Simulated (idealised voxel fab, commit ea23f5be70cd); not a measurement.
process module | voxel transistor to metal
cross-section cut | 205 nm wide | cells 5 nm
A cross-section is a grid of square cells, given in bands from the top down. A band is one or more rows of cells.
Each band's line starts with the height of the band's top and of its bottom, in nm. Then come its materials from left to right, each with its width in nm. One material with "throughout" fills the band from edge to edge. "air" is empty space.
Height 0 is the level under which the wafer as received is all one material. The lowest band goes on downwards, as in "0 down".
A width such as "30 to 40" changes by the same amount from each row of cells to the next, from the band's top row to its bottom row.
"no change" after a step means that no cell of the cross-section changed.
closed voids: empty space of 8 cells or more with no open way to the top, each as width x height at its distance from the left edge, in nm
after a step's settings: what the simulator itself notes on the step
overlay nm, on a step with a mask: how far to the right of its planned place the mask lay; to the left if negative
plan
1 op RECEIVE | material Si
2 op CONFORMAL_DEP | material SiO2 | thk nm 5
3 op CONFORMAL_DEP | material SiN | thk nm 10
4 op DIRECTIONAL_DEP | material aC | thk nm 10
5 op PATTERN | tone cover | mask id ACTIVE | material resist | width nm 120 | thk nm 30 | overlay nm 0
6 op DIRECTIONAL_ETCH | etch materials aC | depth nm 10
7 op STRIP | etch materials resist
8 op DIRECTIONAL_ETCH | etch materials SiN | depth nm 10
9 op DIRECTIONAL_ETCH | etch materials SiO2 | depth nm 5
10 op DIRECTIONAL_ETCH | etch materials Si | depth nm 30
11 op STRIP | etch materials aC
12 op FILL_DEP | material SiO2 | thk nm 10
13 op CMP | height nm 15
14 op SELECTIVE_ETCH | etch materials SiO2 | depth nm 5
15 op STRIP | etch materials SiN
16 op SELECTIVE_ETCH | etch materials SiO2 | depth nm 5
17 op OXIDIZE | depth nm 5
18 op DIRECTIONAL_DEP | material polySi | thk nm 30
19 op DIRECTIONAL_DEP | material SiCN | thk nm 15
20 op MASKED_ETCH | tone cover | mask id GATE | width nm 20 | etch materials SiCN | depth nm 25 | overlay nm 0
21 op MASKED_ETCH | tone cover | mask id GATE | width nm 20 | etch materials polySi | depth nm 40 | overlay nm 0
22 op CONFORMAL_DEP | material SiN | thk nm 5
23 op DIRECTIONAL_ETCH | etch materials SiN | depth nm 5
24 op DIRECTIONAL_ETCH | etch materials SiO2 | depth nm 5
25 op DIRECTIONAL_ETCH | etch materials Si | depth nm 5
26 op EPI | material SiGe | thk nm 10
27 op FILL_DEP | material SiO2 | thk nm 5
28 op CMP | height nm 45
29 op DIRECTIONAL_DEP | material SiO2 | thk nm 10
30 op PATTERN | tone open | mask id CONTACT | material resist | width nm 20 | pitch nm 80 | thk nm 20 | overlay nm 0
31 op DIRECTIONAL_ETCH | etch materials SiO2 | depth nm 55
32 op STRIP | etch materials resist
33 op CONFORMAL_DEP | material TiN | thk nm 5
34 op FILL_DEP | material W | thk nm 10
35 op CMP | height nm 55
36 op DIRECTIONAL_DEP | material TiN | thk nm 5
37 op DIRECTIONAL_DEP | material W | thk nm 15
38 op DIRECTIONAL_DEP | material aC | thk nm 10
39 op PATTERN | tone cover | mask id METAL_1 | material resist | width nm 20 | pitch nm 80 | thk nm 30 | overlay nm 0
40 op DIRECTIONAL_ETCH | etch materials aC | depth nm 10
41 op STRIP | etch materials resist
42 op DIRECTIONAL_ETCH | etch materials W | depth nm 15
43 op DIRECTIONAL_ETCH | etch materials TiN | depth nm 5
44 op STRIP | etch materials aC
45 op CONFORMAL_DEP | material SiN | thk nm 5
46 op FILL_DEP | material SiO2 | thk nm 10
47 op CMP | height nm 75
48 op CONFORMAL_DEP | material SiCN | thk nm 5
49 op DIRECTIONAL_DEP | material SiO2 | thk nm 30
50 op MASKED_ETCH | tone open | mask id METAL_2_HOLES | width nm 15 | pitch nm 80 | etch materials SiO2 | depth nm 30 | overlay nm 0
51 op PATTERN | tone open | mask id METAL_2 | material resist | width nm 20 | pitch nm 80 | thk nm 15 | overlay nm 0
52 op DIRECTIONAL_ETCH | etch materials SiO2 | depth nm 20
53 op DIRECTIONAL_ETCH | etch materials SiCN | depth nm 5
54 op STRIP | etch materials resist
55 op CONFORMAL_DEP | material TiN | thk nm 5
56 op FILL_DEP | material Cu | thk nm 5
57 op CMP | height nm 110
58 op CONFORMAL_DEP | material SiCN | thk nm 5
first wafer, as planned
as received, after step 1
  0 down: Si throughout
  closed voids: none
after step 2
  5 to 0: SiO2 throughout
  below 0: unchanged
after step 3
  15 to 5: SiN throughout
  below 5: unchanged
after step 4
  25 to 15: aC throughout
  below 15: unchanged
after step 5
  55 to 25: air 40 | resist 120 | air 45
  below 25: unchanged
after step 6
  45 to 25: air 40 | resist 120 | air 45
  25 to 15: air 40 | aC 120 | air 45
  below 15: unchanged
after step 7
  25 to 15: air 40 | aC 120 | air 45
  below 15: unchanged
after step 8
  25 to 15: air 40 | aC 120 | air 45
  15 to 5: air 40 | SiN 120 | air 45
  below 5: unchanged
after step 9
  25 to 15: air 40 | aC 120 | air 45
  15 to 5: air 40 | SiN 120 | air 45
  5 to 0: air 40 | SiO2 120 | air 45
  below 0: unchanged
after step 10
  25 to 15: air 40 | aC 120 | air 45
  15 to 5: air 40 | SiN 120 | air 45
  5 to 0: air 40 | SiO2 120 | air 45
  0 to -30: air 40 | Si 120 | air 45
  below -30: unchanged
after step 11
  15 to 5: air 40 | SiN 120 | air 45
  below 5: unchanged
after step 12
  25 to 15: SiO2 throughout
  15 to 5: SiO2 40 | SiN 120 | SiO2 45
  5 to 0: SiO2 throughout
  0 to -30: SiO2 40 | Si 120 | SiO2 45
  below -30: unchanged
after step 13
  15 to 5: SiO2 40 | SiN 120 | SiO2 45
  below 5: unchanged
after step 14
  15 to 10: air 40 | SiN 120 | air 45
  below 10: unchanged
after step 15
  10 to 5: SiO2 40 | air 120 | SiO2 45
  below 5: unchanged
after step 16
  5 to 0: SiO2 35 | air 130 | SiO2 40
  below 0: unchanged
after step 17
  5 to 0: SiO2 35 | air 130 | SiO2 40
  0 to -5: SiO2 throughout
  below -5: unchanged
after step 18
  35 to 30: polySi 35 | air 130 | polySi 40
  30 to 5: polySi throughout
  5 to 0: SiO2 35 | polySi 130 | SiO2 40
  below 0: unchanged
after step 19
  50 to 45: SiCN 35 | air 130 | SiCN 40
  45 to 35: SiCN throughout
  35 to 30: polySi 35 | SiCN 130 | polySi 40
  below 30: unchanged
after step 20
  45 to 35: air 90 | SiCN 20 | air 95
  35 to 30: polySi 35 | air 55 | SiCN 20 | air 55 | polySi 40
  below 30: unchanged
after step 21
  45 to 30: air 90 | SiCN 20 | air 95
  30 to 5: air 90 | polySi 20 | air 95
  5 to 0: SiO2 35 | air 55 | polySi 20 | air 55 | SiO2 40
  below 0: unchanged
after step 22
  50 to 45: air 85 | SiN 30 | air 90
  45 to 30: air 85 | SiN 5 | SiCN 20 | SiN 5 | air 90
  30 to 10: air 85 | SiN 5 | polySi 20 | SiN 5 | air 90
  10 to 5: SiN 40 | air 45 | SiN 5 | polySi 20 | SiN 5 | air 45 | SiN 45
  5 to 0: SiO2 35 | SiN 55 | polySi 20 | SiN 55 | SiO2 40
  below 0: unchanged
after step 23
  45 to 30: air 85 | SiN 5 | SiCN 20 | SiN 5 | air 90
  30 to 5: air 85 | SiN 5 | polySi 20 | SiN 5 | air 90
  5 to 0: SiO2 35 | SiN 5 | air 45 | SiN 5 | polySi 20 | SiN 5 | air 45 | SiN 5 | SiO2 40
  below 0: unchanged
after step 24
  45 to 30: air 85 | SiN 5 | SiCN 20 | SiN 5 | air 90
  30 to 5: air 85 | SiN 5 | polySi 20 | SiN 5 | air 90
  5 to 0: air 35 | SiN 5 | air 45 | SiN 5 | polySi 20 | SiN 5 | air 45 | SiN 5 | air 40
  0 to -5: SiO2 40 | air 45 | SiO2 30 | air 45 | SiO2 45
  below -5: unchanged
after step 25
  45 to 30: air 85 | SiN 5 | SiCN 20 | SiN 5 | air 90
  30 to 5: air 85 | SiN 5 | polySi 20 | SiN 5 | air 90
  5 to 0: air 35 | SiN 5 | air 45 | SiN 5 | polySi 20 | SiN 5 | air 45 | SiN 5 | air 40
  0 to -5: SiO2 40 | air 45 | SiO2 30 | air 45 | SiO2 45
  -5 to -10: SiO2 40 | air 45 | Si 30 | air 45 | SiO2 45
  below -10: unchanged
after step 26
  45 to 30: air 85 | SiN 5 | SiCN 20 | SiN 5 | air 90
  30 to 5: air 85 | SiN 5 | polySi 20 | SiN 5 | air 90
  5 to 0: air 35 | SiN 5 | air 35 | SiGe 10 | SiN 5 | polySi 20 | SiN 5 | SiGe 10 | air 35 | SiN 5 | air 40
  0 to -5: SiO2 40 | SiGe 45 | SiO2 30 | SiGe 45 | SiO2 45
  -5 to -10: SiO2 40 | SiGe 45 | Si 30 | SiGe 45 | SiO2 45
  below -10: unchanged
after step 27
  50 to 45: SiO2 throughout
  45 to 30: SiO2 85 | SiN 5 | SiCN 20 | SiN 5 | SiO2 90
  30 to 5: SiO2 85 | SiN 5 | polySi 20 | SiN 5 | SiO2 90
  5 to 0: SiO2 35 | SiN 5 | SiO2 35 | SiGe 10 | SiN 5 | polySi 20 | SiN 5 | SiGe 10 | SiO2 35 | SiN 5 | SiO2 40
  below 0: unchanged
after step 28
  45 to 30: SiO2 85 | SiN 5 | SiCN 20 | SiN 5 | SiO2 90
  below 30: unchanged
after step 29
  55 to 45: SiO2 throughout
  below 45: unchanged
after step 30
  75 to 55: resist 50 | air 20 | resist 60 | air 20 | resist 55
  below 55: unchanged
after step 31
  75 to 55: resist 50 | air 20 | resist 60 | air 20 | resist 55
  55 to 45: SiO2 50 | air 20 | SiO2 60 | air 20 | SiO2 55
  45 to 30: SiO2 50 | air 20 | SiO2 15 | SiN 5 | SiCN 20 | SiN 5 | SiO2 15 | air 20 | SiO2 55
  30 to 5: SiO2 50 | air 20 | SiO2 15 | SiN 5 | polySi 20 | SiN 5 | SiO2 15 | air 20 | SiO2 55
  5 to 0: SiO2 35 | SiN 5 | SiO2 10 | air 20 | SiO2 5 | SiGe 10 | SiN 5 | polySi 20 | SiN 5 | SiGe 10 | SiO2 5 | air 20 | SiO2 10 | SiN 5 | SiO2 40
  below 0: unchanged
after step 32
  55 to 45: SiO2 50 | air 20 | SiO2 60 | air 20 | SiO2 55
  below 45: unchanged
after step 33
  60 to 55: TiN 55 | air 10 | TiN 70 | air 10 | TiN 60
  55 to 45: SiO2 50 | TiN 5 | air 10 | TiN 5 | SiO2 60 | TiN 5 | air 10 | TiN 5 | SiO2 55
  45 to 30: SiO2 50 | TiN 5 | air 10 | TiN 5 | SiO2 15 | SiN 5 | SiCN 20 | SiN 5 | SiO2 15 | TiN 5 | air 10 | TiN 5 | SiO2 55
  30 to 5: SiO2 50 | TiN 5 | air 10 | TiN 5 | SiO2 15 | SiN 5 | polySi 20 | SiN 5 | SiO2 15 | TiN 5 | air 10 | TiN 5 | SiO2 55
  5 to 0: SiO2 35 | SiN 5 | SiO2 10 | TiN 20 | SiO2 5 | SiGe 10 | SiN 5 | polySi 20 | SiN 5 | SiGe 10 | SiO2 5 | TiN 20 | SiO2 10 | SiN 5 | SiO2 40
  below 0: unchanged
after step 34
  70 to 60: W throughout
  60 to 55: TiN 55 | W 10 | TiN 70 | W 10 | TiN 60
  55 to 45: SiO2 50 | TiN 5 | W 10 | TiN 5 | SiO2 60 | TiN 5 | W 10 | TiN 5 | SiO2 55
  45 to 30: SiO2 50 | TiN 5 | W 10 | TiN 5 | SiO2 15 | SiN 5 | SiCN 20 | SiN 5 | SiO2 15 | TiN 5 | W 10 | TiN 5 | SiO2 55
  30 to 5: SiO2 50 | TiN 5 | W 10 | TiN 5 | SiO2 15 | SiN 5 | polySi 20 | SiN 5 | SiO2 15 | TiN 5 | W 10 | TiN 5 | SiO2 55
  below 5: unchanged
after step 35
  55 to 45: SiO2 50 | TiN 5 | W 10 | TiN 5 | SiO2 60 | TiN 5 | W 10 | TiN 5 | SiO2 55
  below 45: unchanged
after step 36
  60 to 55: TiN throughout
  below 55: unchanged
after step 37
  75 to 60: W throughout
  below 60: unchanged
after step 38
  85 to 75: aC throughout
  below 75: unchanged
after step 39
  115 to 85: air 50 | resist 20 | air 60 | resist 20 | air 55
  below 85: unchanged
after step 40
  105 to 85: air 50 | resist 20 | air 60 | resist 20 | air 55
  85 to 75: air 50 | aC 20 | air 60 | aC 20 | air 55
  below 75: unchanged
after step 41
  85 to 75: air 50 | aC 20 | air 60 | aC 20 | air 55
  below 75: unchanged
after step 42
  85 to 75: air 50 | aC 20 | air 60 | aC 20 | air 55
  75 to 60: air 50 | W 20 | air 60 | W 20 | air 55
  below 60: unchanged
after step 43
  85 to 75: air 50 | aC 20 | air 60 | aC 20 | air 55
  75 to 60: air 50 | W 20 | air 60 | W 20 | air 55
  60 to 55: air 50 | TiN 20 | air 60 | TiN 20 | air 55
  below 55: unchanged
after step 44
  75 to 60: air 50 | W 20 | air 60 | W 20 | air 55
  below 60: unchanged
after step 45
  80 to 75: air 45 | SiN 30 | air 50 | SiN 30 | air 50
  75 to 60: air 45 | SiN 5 | W 20 | SiN 5 | air 50 | SiN 5 | W 20 | SiN 5 | air 50
  60 to 55: SiN 50 | TiN 20 | SiN 60 | TiN 20 | SiN 55
  below 55: unchanged
after step 46
  90 to 80: SiO2 throughout
  80 to 75: SiO2 45 | SiN 30 | SiO2 50 | SiN 30 | SiO2 50
  75 to 60: SiO2 45 | SiN 5 | W 20 | SiN 5 | SiO2 50 | SiN 5 | W 20 | SiN 5 | SiO2 50
  below 60: unchanged
after step 47
  75 to 60: SiO2 45 | SiN 5 | W 20 | SiN 5 | SiO2 50 | SiN 5 | W 20 | SiN 5 | SiO2 50
  below 60: unchanged
after step 48
  80 to 75: SiCN throughout
  below 75: unchanged
after step 49
  110 to 80: SiO2 throughout
  below 80: unchanged
after step 50
  110 to 80: SiO2 50 | air 15 | SiO2 65 | air 15 | SiO2 60
  below 80: unchanged
after step 51
  125 to 110: resist 50 | air 20 | resist 60 | air 20 | resist 55
  below 110: unchanged
after step 52
  125 to 110: resist 50 | air 20 | resist 60 | air 20 | resist 55
  110 to 90: SiO2 50 | air 20 | SiO2 60 | air 20 | SiO2 55
  below 90: unchanged
after step 53
  125 to 110: resist 50 | air 20 | resist 60 | air 20 | resist 55
  110 to 90: SiO2 50 | air 20 | SiO2 60 | air 20 | SiO2 55
  90 to 80: SiO2 50 | air 15 | SiO2 65 | air 15 | SiO2 60
  80 to 75: SiCN 50 | air 15 | SiCN 65 | air 15 | SiCN 60
  below 75: unchanged
after step 54
  110 to 90: SiO2 50 | air 20 | SiO2 60 | air 20 | SiO2 55
  below 90: unchanged
after step 55
  115 to 110: TiN 55 | air 10 | TiN 70 | air 10 | TiN 60
  110 to 95: SiO2 50 | TiN 5 | air 10 | TiN 5 | SiO2 60 | TiN 5 | air 10 | TiN 5 | SiO2 55
  95 to 90: SiO2 50 | TiN 5 | air 5 | TiN 10 | SiO2 60 | TiN 5 | air 5 | TiN 10 | SiO2 55
  90 to 80: SiO2 50 | TiN 5 | air 5 | TiN 5 | SiO2 65 | TiN 5 | air 5 | TiN 5 | SiO2 60
  80 to 75: SiCN 50 | TiN 15 | SiCN 65 | TiN 15 | SiCN 60
  below 75: unchanged
after step 56
  120 to 115: Cu throughout
  115 to 110: TiN 55 | Cu 10 | TiN 70 | Cu 10 | TiN 60
  110 to 95: SiO2 50 | TiN 5 | Cu 10 | TiN 5 | SiO2 60 | TiN 5 | Cu 10 | TiN 5 | SiO2 55
  95 to 90: SiO2 50 | TiN 5 | Cu 5 | TiN 10 | SiO2 60 | TiN 5 | Cu 5 | TiN 10 | SiO2 55
  90 to 80: SiO2 50 | TiN 5 | Cu 5 | TiN 5 | SiO2 65 | TiN 5 | Cu 5 | TiN 5 | SiO2 60
  below 80: unchanged
after step 57
  110 to 95: SiO2 50 | TiN 5 | Cu 10 | TiN 5 | SiO2 60 | TiN 5 | Cu 10 | TiN 5 | SiO2 55
  below 95: unchanged
after step 58
  115 to 110: SiCN throughout
  below 110: unchanged
second wafer: like start, like plan, one mistake. Through step 9 it matches the first wafer
when step 10 should have ended
  25 to 15: air 40 | aC 120 | air 45
  15 to 5: air 40 | SiN 120 | air 45
  5 to 0: air 40 | SiO2 120 | air 45
  0 to -60: air 40 | Si 120 | air 45
  below -60: unchanged
when step 11 should have ended
  15 to 5: air 40 | SiN 120 | air 45
  below 5: unchanged
when step 12 should have ended
  25 to 15: SiO2 throughout
  15 to 5: SiO2 40 | SiN 120 | SiO2 45
  5 to 0: SiO2 throughout
  0 to -60: SiO2 40 | Si 120 | SiO2 45
  below -60: unchanged
when step 13 should have ended
  15 to 5: SiO2 40 | SiN 120 | SiO2 45
  below 5: unchanged
when step 14 should have ended
  15 to 10: air 40 | SiN 120 | air 45
  below 10: unchanged
when step 15 should have ended
  10 to 5: SiO2 40 | air 120 | SiO2 45
  below 5: unchanged
when step 16 should have ended
  5 to 0: SiO2 35 | air 130 | SiO2 40
  below 0: unchanged
when step 17 should have ended
  5 to 0: SiO2 35 | air 130 | SiO2 40
  0 to -5: SiO2 throughout
  below -5: unchanged
when step 18 should have ended
  35 to 30: polySi 35 | air 130 | polySi 40
  30 to 5: polySi throughout
  5 to 0: SiO2 35 | polySi 130 | SiO2 40
  below 0: unchanged
when step 19 should have ended
  50 to 45: SiCN 35 | air 130 | SiCN 40
  45 to 35: SiCN throughout
  35 to 30: polySi 35 | SiCN 130 | polySi 40
  below 30: unchanged
when step 20 should have ended
  45 to 35: air 90 | SiCN 20 | air 95
  35 to 30: polySi 35 | air 55 | SiCN 20 | air 55 | polySi 40
  below 30: unchanged
when step 21 should have ended
  45 to 30: air 90 | SiCN 20 | air 95
  30 to 5: air 90 | polySi 20 | air 95
  5 to 0: SiO2 35 | air 55 | polySi 20 | air 55 | SiO2 40
  below 0: unchanged
when step 22 should have ended
  50 to 45: air 85 | SiN 30 | air 90
  45 to 30: air 85 | SiN 5 | SiCN 20 | SiN 5 | air 90
  30 to 10: air 85 | SiN 5 | polySi 20 | SiN 5 | air 90
  10 to 5: SiN 40 | air 45 | SiN 5 | polySi 20 | SiN 5 | air 45 | SiN 45
  5 to 0: SiO2 35 | SiN 55 | polySi 20 | SiN 55 | SiO2 40
  below 0: unchanged
when step 23 should have ended
  45 to 30: air 85 | SiN 5 | SiCN 20 | SiN 5 | air 90
  30 to 5: air 85 | SiN 5 | polySi 20 | SiN 5 | air 90
  5 to 0: SiO2 35 | SiN 5 | air 45 | SiN 5 | polySi 20 | SiN 5 | air 45 | SiN 5 | SiO2 40
  below 0: unchanged
when step 24 should have ended
  45 to 30: air 85 | SiN 5 | SiCN 20 | SiN 5 | air 90
  30 to 5: air 85 | SiN 5 | polySi 20 | SiN 5 | air 90
  5 to 0: air 35 | SiN 5 | air 45 | SiN 5 | polySi 20 | SiN 5 | air 45 | SiN 5 | air 40
  0 to -5: SiO2 40 | air 45 | SiO2 30 | air 45 | SiO2 45
  below -5: unchanged
when step 25 should have ended
  45 to 30: air 85 | SiN 5 | SiCN 20 | SiN 5 | air 90
  30 to 5: air 85 | SiN 5 | polySi 20 | SiN 5 | air 90
  5 to 0: air 35 | SiN 5 | air 45 | SiN 5 | polySi 20 | SiN 5 | air 45 | SiN 5 | air 40
  0 to -5: SiO2 40 | air 45 | SiO2 30 | air 45 | SiO2 45
  -5 to -10: SiO2 40 | air 45 | Si 30 | air 45 | SiO2 45
  below -10: unchanged
when step 26 should have ended
  45 to 30: air 85 | SiN 5 | SiCN 20 | SiN 5 | air 90
  30 to 5: air 85 | SiN 5 | polySi 20 | SiN 5 | air 90
  5 to 0: air 35 | SiN 5 | air 35 | SiGe 10 | SiN 5 | polySi 20 | SiN 5 | SiGe 10 | air 35 | SiN 5 | air 40
  0 to -5: SiO2 40 | SiGe 45 | SiO2 30 | SiGe 45 | SiO2 45
  -5 to -10: SiO2 40 | SiGe 45 | Si 30 | SiGe 45 | SiO2 45
  below -10: unchanged
when step 27 should have ended
  50 to 45: SiO2 throughout
  45 to 30: SiO2 85 | SiN 5 | SiCN 20 | SiN 5 | SiO2 90
  30 to 5: SiO2 85 | SiN 5 | polySi 20 | SiN 5 | SiO2 90
  5 to 0: SiO2 35 | SiN 5 | SiO2 35 | SiGe 10 | SiN 5 | polySi 20 | SiN 5 | SiGe 10 | SiO2 35 | SiN 5 | SiO2 40
  below 0: unchanged
when step 28 should have ended
  45 to 30: SiO2 85 | SiN 5 | SiCN 20 | SiN 5 | SiO2 90
  below 30: unchanged
when step 29 should have ended
  55 to 45: SiO2 throughout
  below 45: unchanged
when step 30 should have ended
  75 to 55: resist 50 | air 20 | resist 60 | air 20 | resist 55
  below 55: unchanged
when step 31 should have ended
  75 to 55: resist 50 | air 20 | resist 60 | air 20 | resist 55
  55 to 45: SiO2 50 | air 20 | SiO2 60 | air 20 | SiO2 55
  45 to 30: SiO2 50 | air 20 | SiO2 15 | SiN 5 | SiCN 20 | SiN 5 | SiO2 15 | air 20 | SiO2 55
  30 to 5: SiO2 50 | air 20 | SiO2 15 | SiN 5 | polySi 20 | SiN 5 | SiO2 15 | air 20 | SiO2 55
  5 to 0: SiO2 35 | SiN 5 | SiO2 10 | air 20 | SiO2 5 | SiGe 10 | SiN 5 | polySi 20 | SiN 5 | SiGe 10 | SiO2 5 | air 20 | SiO2 10 | SiN 5 | SiO2 40
  below 0: unchanged
when step 32 should have ended
  55 to 45: SiO2 50 | air 20 | SiO2 60 | air 20 | SiO2 55
  below 45: unchanged
when step 33 should have ended
  60 to 55: TiN 55 | air 10 | TiN 70 | air 10 | TiN 60
  55 to 45: SiO2 50 | TiN 5 | air 10 | TiN 5 | SiO2 60 | TiN 5 | air 10 | TiN 5 | SiO2 55
  45 to 30: SiO2 50 | TiN 5 | air 10 | TiN 5 | SiO2 15 | SiN 5 | SiCN 20 | SiN 5 | SiO2 15 | TiN 5 | air 10 | TiN 5 | SiO2 55
  30 to 5: SiO2 50 | TiN 5 | air 10 | TiN 5 | SiO2 15 | SiN 5 | polySi 20 | SiN 5 | SiO2 15 | TiN 5 | air 10 | TiN 5 | SiO2 55
  5 to 0: SiO2 35 | SiN 5 | SiO2 10 | TiN 20 | SiO2 5 | SiGe 10 | SiN 5 | polySi 20 | SiN 5 | SiGe 10 | SiO2 5 | TiN 20 | SiO2 10 | SiN 5 | SiO2 40
  below 0: unchanged
when step 34 should have ended
  70 to 60: W throughout
  60 to 55: TiN 55 | W 10 | TiN 70 | W 10 | TiN 60
  55 to 45: SiO2 50 | TiN 5 | W 10 | TiN 5 | SiO2 60 | TiN 5 | W 10 | TiN 5 | SiO2 55
  45 to 30: SiO2 50 | TiN 5 | W 10 | TiN 5 | SiO2 15 | SiN 5 | SiCN 20 | SiN 5 | SiO2 15 | TiN 5 | W 10 | TiN 5 | SiO2 55
  30 to 5: SiO2 50 | TiN 5 | W 10 | TiN 5 | SiO2 15 | SiN 5 | polySi 20 | SiN 5 | SiO2 15 | TiN 5 | W 10 | TiN 5 | SiO2 55
  below 5: unchanged
when step 35 should have ended
  55 to 45: SiO2 50 | TiN 5 | W 10 | TiN 5 | SiO2 60 | TiN 5 | W 10 | TiN 5 | SiO2 55
  below 45: unchanged
when step 36 should have ended
  60 to 55: TiN throughout
  below 55: unchanged
when step 37 should have ended
  75 to 60: W throughout
  below 60: unchanged
when step 38 should have ended
  85 to 75: aC throughout
  below 75: unchanged
when step 39 should have ended
  115 to 85: air 50 | resist 20 | air 60 | resist 20 | air 55
  below 85: unchanged
when step 40 should have ended
  105 to 85: air 50 | resist 20 | air 60 | resist 20 | air 55
  85 to 75: air 50 | aC 20 | air 60 | aC 20 | air 55
  below 75: unchanged
when step 41 should have ended
  85 to 75: air 50 | aC 20 | air 60 | aC 20 | air 55
  below 75: unchanged
when step 42 should have ended
  85 to 75: air 50 | aC 20 | air 60 | aC 20 | air 55
  75 to 60: air 50 | W 20 | air 60 | W 20 | air 55
  below 60: unchanged
when step 43 should have ended
  85 to 75: air 50 | aC 20 | air 60 | aC 20 | air 55
  75 to 60: air 50 | W 20 | air 60 | W 20 | air 55
  60 to 55: air 50 | TiN 20 | air 60 | TiN 20 | air 55
  below 55: unchanged
when step 44 should have ended
  75 to 60: air 50 | W 20 | air 60 | W 20 | air 55
  below 60: unchanged
when step 45 should have ended
  80 to 75: air 45 | SiN 30 | air 50 | SiN 30 | air 50
  75 to 60: air 45 | SiN 5 | W 20 | SiN 5 | air 50 | SiN 5 | W 20 | SiN 5 | air 50
  60 to 55: SiN 50 | TiN 20 | SiN 60 | TiN 20 | SiN 55
  below 55: unchanged
when step 46 should have ended
  90 to 80: SiO2 throughout
  80 to 75: SiO2 45 | SiN 30 | SiO2 50 | SiN 30 | SiO2 50
  75 to 60: SiO2 45 | SiN 5 | W 20 | SiN 5 | SiO2 50 | SiN 5 | W 20 | SiN 5 | SiO2 50
  below 60: unchanged
when step 47 should have ended
  75 to 60: SiO2 45 | SiN 5 | W 20 | SiN 5 | SiO2 50 | SiN 5 | W 20 | SiN 5 | SiO2 50
  below 60: unchanged
when step 48 should have ended
  80 to 75: SiCN throughout
  below 75: unchanged
when step 49 should have ended
  110 to 80: SiO2 throughout
  below 80: unchanged
when step 50 should have ended
  110 to 80: SiO2 50 | air 15 | SiO2 65 | air 15 | SiO2 60
  below 80: unchanged
when step 51 should have ended
  125 to 110: resist 50 | air 20 | resist 60 | air 20 | resist 55
  below 110: unchanged
when step 52 should have ended
  125 to 110: resist 50 | air 20 | resist 60 | air 20 | resist 55
  110 to 90: SiO2 50 | air 20 | SiO2 60 | air 20 | SiO2 55
  below 90: unchanged
when step 53 should have ended
  125 to 110: resist 50 | air 20 | resist 60 | air 20 | resist 55
  110 to 90: SiO2 50 | air 20 | SiO2 60 | air 20 | SiO2 55
  90 to 80: SiO2 50 | air 15 | SiO2 65 | air 15 | SiO2 60
  80 to 75: SiCN 50 | air 15 | SiCN 65 | air 15 | SiCN 60
  below 75: unchanged
when step 54 should have ended
  110 to 90: SiO2 50 | air 20 | SiO2 60 | air 20 | SiO2 55
  below 90: unchanged
when step 55 should have ended
  115 to 110: TiN 55 | air 10 | TiN 70 | air 10 | TiN 60
  110 to 95: SiO2 50 | TiN 5 | air 10 | TiN 5 | SiO2 60 | TiN 5 | air 10 | TiN 5 | SiO2 55
  95 to 90: SiO2 50 | TiN 5 | air 5 | TiN 10 | SiO2 60 | TiN 5 | air 5 | TiN 10 | SiO2 55
  90 to 80: SiO2 50 | TiN 5 | air 5 | TiN 5 | SiO2 65 | TiN 5 | air 5 | TiN 5 | SiO2 60
  80 to 75: SiCN 50 | TiN 15 | SiCN 65 | TiN 15 | SiCN 60
  below 75: unchanged
when step 56 should have ended
  120 to 115: Cu throughout
  115 to 110: TiN 55 | Cu 10 | TiN 70 | Cu 10 | TiN 60
  110 to 95: SiO2 50 | TiN 5 | Cu 10 | TiN 5 | SiO2 60 | TiN 5 | Cu 10 | TiN 5 | SiO2 55
  95 to 90: SiO2 50 | TiN 5 | Cu 5 | TiN 10 | SiO2 60 | TiN 5 | Cu 5 | TiN 10 | SiO2 55
  90 to 80: SiO2 50 | TiN 5 | Cu 5 | TiN 5 | SiO2 65 | TiN 5 | Cu 5 | TiN 5 | SiO2 60
  below 80: unchanged
when step 57 should have ended
  110 to 95: SiO2 50 | TiN 5 | Cu 10 | TiN 5 | SiO2 60 | TiN 5 | Cu 10 | TiN 5 | SiO2 55
  below 95: unchanged
when step 58 should have ended
  115 to 110: SiCN throughout
  below 110: unchanged
what went wrong: step 10 was run twice
at the end the second wafer has, in cells: 102 fewer of Si | 102 more of SiO2
